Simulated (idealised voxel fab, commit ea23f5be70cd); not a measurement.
process module | voxel self aligned vias
cross-section cut | 270 nm wide | cells 5 nm
A cross-section is a grid of square cells, given in bands from the top down. A band is one or more rows of cells.
Each band's line starts with the height of the band's top and of its bottom, in nm. Then come its materials from left to right, each with its width in nm. One material with "throughout" fills the band from edge to edge. "air" is empty space.
Height 0 is the level under which the wafer as received is all one material. The lowest band goes on downwards, as in "0 down".
A width such as "30 to 40" changes by the same amount from each row of cells to the next, from the band's top row to its bottom row.
"no change" after a step means that no cell of the cross-section changed.
closed voids: empty space of 8 cells or more with no open way to the top, each as width x height at its distance from the left edge, in nm
after a step's settings: what the simulator itself notes on the step
overlay nm, on a step with a mask: how far to the right of its planned place the mask lay; to the left if negative
plan
1 op RECEIVE | material Si
2 op CONFORMAL_DEP | material SiO2 | thk nm 15
3 op CONFORMAL_DEP | material SiCN | thk nm 5
4 op DIRECTIONAL_DEP | material SiO2 | thk nm 20
5 op DIRECTIONAL_DEP | material aC | thk nm 10
6 op PATTERN | tone open | mask id LINES | material resist | width nm 30 | pitch nm 70 | thk nm 25 | overlay nm 0
7 op DIRECTIONAL_ETCH | etch materials aC | depth nm 10
8 op STRIP | etch materials resist
9 op DIRECTIONAL_ETCH | etch materials SiO2 | depth nm 20
10 op STRIP | etch materials aC
11 op CONFORMAL_DEP | material TiN | thk nm 5
12 op FILL_DEP | material Ru | thk nm 5
13 op CMP | height nm 40
14 op SELECTIVE_ETCH | etch materials W Ru TiN | depth nm 10
15 op FILL_DEP | material SiN | thk nm 10
16 op CMP | height nm 40
17 op DIRECTIONAL_DEP | material SiO2 | thk nm 20
18 op PATTERN | tone open | mask id VIAS | material resist | width nm 50 | thk nm 15 | overlay nm 0
19 op DIRECTIONAL_ETCH | etch materials SiO2 | depth nm 20
20 op DIRECTIONAL_ETCH | etch materials SiN | depth nm 10
21 op STRIP | etch materials resist
22 op CONFORMAL_DEP | material TiN | thk nm 5
23 op FILL_DEP | material W | thk nm 10
24 op CMP | height nm 60
25 op CONFORMAL_DEP | material SiCN | thk nm 5
as received, after step 1
  0 down: Si throughout
  closed voids: none
a wafer at the end: this start, this plan, one mistake
  65 to 60: SiCN throughout
  60 to 45: SiO2 75 | TiN 5 | W 40 | TiN 5 | SiO2 145
  45 to 40: SiO2 75 | TiN 10 | W 20 | TiN 20 | SiO2 145
  40 to 35: SiO2 80 | TiN 5 | W 20 | TiN 5 | SiO2 40 | SiN 30 | SiO2 90
  35 to 30: SiO2 80 | TiN 30 | SiO2 40 | SiN 30 | SiO2 90
  30 to 25: SiO2 80 | TiN 5 | Ru 20 | TiN 5 | SiO2 40 | TiN 5 | Ru 20 | TiN 5 | SiO2 90
  25 to 20: SiO2 80 | TiN 30 | SiO2 40 | TiN 30 | SiO2 90
  20 to 15: SiCN throughout
  15 to 0: SiO2 throughout
  0 down: Si throughout
  closed voids: none
what went wrong: step 6 ran as: op PATTERN | tone open | mask id LINES | material resist | width nm 30 | pitch nm 70 | thk nm 25 | overlay nm -5
